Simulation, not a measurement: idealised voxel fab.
This is a process module. Its name is voxel plated lines.
In the cross-section labelled cut, the width is 270 nm and each square cell is 5 nm.
Cross-section = grid of square cells, listed top down in bands; band = one or more rows.
It is stipulated that each band's entry specify, in nanometres, the height of the top of the band and then that of its bottom, followed by the materials of the band in left-to-right sequence, each together with its width in nanometres. A single material marked by the word "full width" is understood to fill the band from edge to edge; the word "empty" is understood to denote empty space.
Ref level 0: as-received wafer is one material below here. Bottom band extends down with no lower bound ("z 0 and below").
A two-number width, for instance "30->40", indicates that the width is equal to the first number in the top row of the band and to the second number in the bottom row, and that it changes by a constant amount per row of cells.
A step reported as "identical to before" is a step in which no cell of the cross-section changed.
Closed-off voids of 8+ cells (no open route to the top) go in "Closed void list", written width x height at distance from the left edge, in nm.
On each step's line, the part that comes after the settings is the simulator's own comment on the step.
On any step carrying a mask, the "overlay nm" setting, if present on the step's line, tells how far right of its planned place the mask lay; negative values point to the left.

**Process steps foreseen in the plan**
1 op RECEIVE | material Si
2 op CONFORMAL_DEP | material SiO2 | thk nm 15
3 op DIRECTIONAL_DEP | material TiN | thk nm 5
4 op PATTERN | tone open | mask id LINES | material resist | width nm 15 | pitch nm 40 | thk nm 25 | overlay nm 0
5 op EPI | material Ru | thk nm 5
6 op EPI | material Ru | thk nm 10
7 op STRIP | etch materials resist
8 op DIRECTIONAL_ETCH | etch materials TiN | depth nm 5
9 op CONFORMAL_DEP | material SiCN | thk nm 5

**First out of two wafers; run went to plan**

**Cross-section of the wafer as it came to us, i.e., already through step 1**
  z 0 and below: Si full width
  Closed void list: none

**Upon completion of step 2, the wafer appears in cross-section as shown**
  z 15 to 0: SiO2 full width
  below 0: unchanged

**Upon completion of step 3, the wafer appears in cross-section as shown**
  z 20 to 15: TiN full width
  below 15: unchanged

**Upon completion of step 4, the wafer appears in cross-section as shown**
  z 45 to 20: resist 65 nm / empty 15 nm / resist 25 nm / empty 15 nm / resist 25 nm / empty 15 nm / resist 25 nm / empty 15 nm / resist 70 nm
  below 20: unchanged

**Upon completion of step 5, the wafer appears in cross-section as shown**
  z 45 to 25: resist 65 nm / empty 15 nm / resist 25 nm / empty 15 nm / resist 25 nm / empty 15 nm / resist 25 nm / empty 15 nm / resist 70 nm
  z 25 to 20: resist 65 nm / Ru 15 nm / resist 25 nm / Ru 15 nm / resist 25 nm / Ru 15 nm / resist 25 nm / Ru 15 nm / resist 70 nm
  below 20: unchanged

**Upon completion of step 6, the wafer appears in cross-section as shown**
  z 45 to 35: resist 65 nm / empty 15 nm / resist 25 nm / empty 15 nm / resist 25 nm / empty 15 nm / resist 25 nm / empty 15 nm / resist 70 nm
  z 35 to 20: resist 65 nm / Ru 15 nm / resist 25 nm / Ru 15 nm / resist 25 nm / Ru 15 nm / resist 25 nm / Ru 15 nm / resist 70 nm
  below 20: unchanged

**Upon completion of step 7, the wafer appears in cross-section as shown**
  z 35 to 20: empty 65 nm / Ru 15 nm / empty 25 nm / Ru 15 nm / empty 25 nm / Ru 15 nm / empty 25 nm / Ru 15 nm / empty 70 nm
  below 20: unchanged

**Upon completion of step 8, the wafer appears in cross-section as shown**
  z 35 to 20: empty 65 nm / Ru 15 nm / empty 25 nm / Ru 15 nm / empty 25 nm / Ru 15 nm / empty 25 nm / Ru 15 nm / empty 70 nm
  z 20 to 15: empty 65 nm / TiN 15 nm / empty 25 nm / TiN 15 nm / empty 25 nm / TiN 15 nm / empty 25 nm / TiN 15 nm / empty 70 nm
  below 15: unchanged

**Upon completion of step 9, the wafer appears in cross-section as shown**
  z 40 to 35: empty 60 nm / SiCN 25 nm / empty 15 nm / SiCN 25 nm / empty 15 nm / SiCN 25 nm / empty 15 nm / SiCN 25 nm / empty 65 nm
  z 35 to 20: empty 60 nm / SiCN 5 nm / Ru 15 nm / SiCN 5 nm / empty 15 nm / SiCN 5 nm / Ru 15 nm / SiCN 5 nm / empty 15 nm / SiCN 5 nm / Ru 15 nm / SiCN 5 nm / empty 15 nm / SiCN 5 nm / Ru 15 nm / SiCN 5 nm / empty 65 nm
  z 20 to 15: SiCN 65 nm / TiN 15 nm / SiCN 25 nm / TiN 15 nm / SiCN 25 nm / TiN 15 nm / SiCN 25 nm / TiN 15 nm / SiCN 70 nm
  below 15: unchanged

**Second of two: same start, same plan, one run error; steps up to and including 8 match the first**

**Second wafer, sectioned view, at step 9's planned end time**
  z 50 to 35: empty 50 nm / SiCN 165 nm / empty 55 nm
  z 35 to 30: empty 50 nm / SiCN 15 nm / Ru 15 nm / SiCN 25 nm / Ru 15 nm / SiCN 25 nm / Ru 15 nm / SiCN 25 nm / Ru 15 nm / SiCN 15 nm / empty 55 nm
  z 30 to 20: SiCN 65 nm / Ru 15 nm / SiCN 25 nm / Ru 15 nm / SiCN 25 nm / Ru 15 nm / SiCN 25 nm / Ru 15 nm / SiCN 70 nm
  z 20 to 15: SiCN 65 nm / TiN 15 nm / SiCN 25 nm / TiN 15 nm / SiCN 25 nm / TiN 15 nm / SiCN 25 nm / TiN 15 nm / SiCN 70 nm
  below 15: unchanged
It is concluded that the wafer was processed incorrectly with respect to the plan, in that so step 9 ended up running with a different setting than we planned, it ran as op CONFORMAL_DEP | material SiCN | thk nm 15
FYI, end of process, the second wafer has more or fewer cells of some materials than the first: SiCN +160
